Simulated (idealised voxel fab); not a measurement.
This is a process module. Its name is voxel gate over fins.
This is section cut - it's 265 nm across, gridded in 5 nm square cells.
Just so we're on the same page, the cross-sections are grids of square cells, and they're listed out in bands top to bottom, each band one or more rows deep. A band entry consists of two parts. The first gives the height of the band's top and the height of its bottom, in nm. The rest lists the band's materials from left to right, each with its width in nm. A single material labelled with the word "edge to edge" fills the band from edge to edge, and the word "air" marks empty space. Heights are reckoned from 0. Under this level, the received wafer is all of one material. The bottommost band is open-ended downward, for example "0 -> down". Note: "30->40" means the width goes from the first number (top row of the band) to the second number (bottom row) in equal steps per row of cells. "all unchanged" means the step left every cell of the cross-section as it was. Listed in "Enclosed empty spaces": every empty space of 8 or more cells without an open way to the top. Form: width x height at distance, the distance being from the left edge, all in nm. Post-settings text on a step line: simulator's own remark regarding the step. For masked steps, "overlay nm" on the step line gives how far right of plan the mask actually lay; a minus sign means it lay to the left.

Planned process steps:
1. RECEIVE: material Si
2. CONFORMAL_DEP: material SiN, thk nm 10
3. DIRECTIONAL_DEP: material aC, thk nm 10
4. PATTERN: tone cover, mask id FINS, material resist, width nm 15, pitch nm 50, thk nm 30, overlay nm 0
5. DIRECTIONAL_ETCH: etch materials aC, depth nm 10
6. STRIP: etch materials resist
7. DIRECTIONAL_ETCH: etch materials SiN, depth nm 10
8. DIRECTIONAL_ETCH: etch materials Si, depth nm 40
9. STRIP: etch materials aC
10. FILL_DEP: material SiO2, thk nm 15
11. CMP: height nm 10
12. PATTERN: tone open, mask id RAIL, material resist, width nm 15, thk nm 15, overlay nm 0
13. DIRECTIONAL_ETCH: etch materials SiO2, depth nm 45
14. STRIP: etch materials resist
15. CONFORMAL_DEP: material TiN, thk nm 5
16. FILL_DEP: material W, thk nm 10
17. CMP: height nm 10
18. SELECTIVE_ETCH: etch materials W Ru TiN, depth nm 25
19. FILL_DEP: material SiO2, thk nm 5
20. CMP: height nm 10
21. SELECTIVE_ETCH: etch materials SiO2, depth nm 20
22. STRIP: etch materials SiN
23. CONFORMAL_DEP: material HfO2, thk nm 5
24. CONFORMAL_DEP: material TiN, thk nm 5
25. CONFORMAL_DEP: material TiAl, thk nm 5
26. CONFORMAL_DEP: material TiN, thk nm 5
27. FILL_DEP: material W, thk nm 10
28. CMP: height nm 25
29. CONFORMAL_DEP: material SiCN, thk nm 10
Same starting wafers, different width nm at step 12. Plan value belongs to the first wafer.

Cross-sectional view of the first of several wafers in the as-received condition, corresponding to the state following step 1:
    0 -> down  Si edge to edge
    Enclosed empty spaces: none

Cross-section of the first of several wafers, taken after step 29, where the module ends:
    35 -> 25  SiCN edge to edge
    25 -> 20  W edge to edge
    20 -> 15  W: 80, then TiN: 105, then W: 80
    15 -> 10  W: 80, then TiN: 5, then TiAl: 45, then TiN: 5, then TiAl: 45, then TiN: 5, then W: 80
    10 -> 5  TiN: 85, then TiAl: 5, then TiN: 35, then TiAl: 5, then TiN: 5, then TiAl: 5, then TiN: 35, then TiAl: 5, then TiN: 85
    5 -> 0  TiAl: 90, then TiN: 5, then HfO2: 25, then TiN: 5, then TiAl: 15, then TiN: 5, then HfO2: 25, then TiN: 5, then TiAl: 90
    0 -> -5  TiN: 95, then HfO2: 5, then Si: 15, then HfO2: 5, then TiN: 25, then HfO2: 5, then Si: 15, then HfO2: 5, then TiN: 95
    -5 -> -10  HfO2: 100, then Si: 15, then HfO2: 35, then Si: 15, then HfO2: 100
    -10 -> -15  SiO2: 100, then Si: 15, then SiO2: 35, then Si: 15, then SiO2: 100
    -15 -> -30  SiO2: 100, then Si: 15, then SiO2: 10, then TiN: 5, then W: 5, then TiN: 5, then SiO2: 10, then Si: 15, then SiO2: 100
    -30 -> -35  SiO2: 100, then Si: 15, then SiO2: 10, then TiN: 15, then SiO2: 10, then Si: 15, then SiO2: 100
    -35 -> -40  SiO2: 100, then Si: 15, then SiO2: 35, then Si: 15, then SiO2: 100
    -40 -> down  Si edge to edge
    Enclosed empty spaces: none

At the end of the module, the last of several wafers in cross-section:
    35 -> 25  SiCN edge to edge
    25 -> 20  W edge to edge
    20 -> 15  W: 80, then TiN: 105, then W: 80
    15 -> 10  W: 80, then TiN: 5, then TiAl: 45, then TiN: 5, then TiAl: 45, then TiN: 5, then W: 80
    10 -> 5  TiN: 85, then TiAl: 5, then TiN: 35, then TiAl: 5, then TiN: 5, then TiAl: 5, then TiN: 35, then TiAl: 5, then TiN: 85
    5 -> 0  TiAl: 90, then TiN: 5, then HfO2: 25, then TiN: 5, then TiAl: 15, then TiN: 5, then HfO2: 25, then TiN: 5, then TiAl: 90
    0 -> -5  TiN: 95, then HfO2: 5, then Si: 15, then HfO2: 5, then TiN: 25, then HfO2: 5, then Si: 15, then HfO2: 5, then TiN: 95
    -5 -> -10  HfO2: 100, then Si: 15, then HfO2: 35, then Si: 15, then HfO2: 100
    -10 -> -15  SiO2: 100, then Si: 15, then SiO2: 35, then Si: 15, then SiO2: 100
    -15 -> -30  SiO2: 100, then Si: 15, then SiO2: 5, then TiN: 5, then W: 20, then TiN: 5, then Si: 15, then SiO2: 100
    -30 -> -35  SiO2: 100, then Si: 15, then SiO2: 5, then TiN: 30, then Si: 15, then SiO2: 100
    -35 -> -40  SiO2: 100, then Si: 15, then SiO2: 35, then Si: 15, then SiO2: 100
    -40 -> down  Si edge to edge
    Enclosed empty spaces: none

Heads up, this table goes wafer by wafer. A row tells you, at the end of the module, how many cells of each material that wafer has put on (+) or dropped (-) since it was received, and then its closed voids:
width nm 15 | +61 HfO2 | -376 Si | +106 SiCN | +270 SiO2 | +61 TiAl | +129 TiN | +120 W | Enclosed empty spaces: none
width nm 20 | +61 HfO2 | -376 Si | +106 SiCN | +266 SiO2 | +61 TiAl | +130 TiN | +123 W | Enclosed empty spaces: none
width nm 25 | +61 HfO2 | -376 Si | +106 SiCN | +262 SiO2 | +61 TiAl | +131 TiN | +126 W | Enclosed empty spaces: none
width nm 30 | +61 HfO2 | -376 Si | +106 SiCN | +258 SiO2 | +61 TiAl | +132 TiN | +129 W | Enclosed empty spaces: none
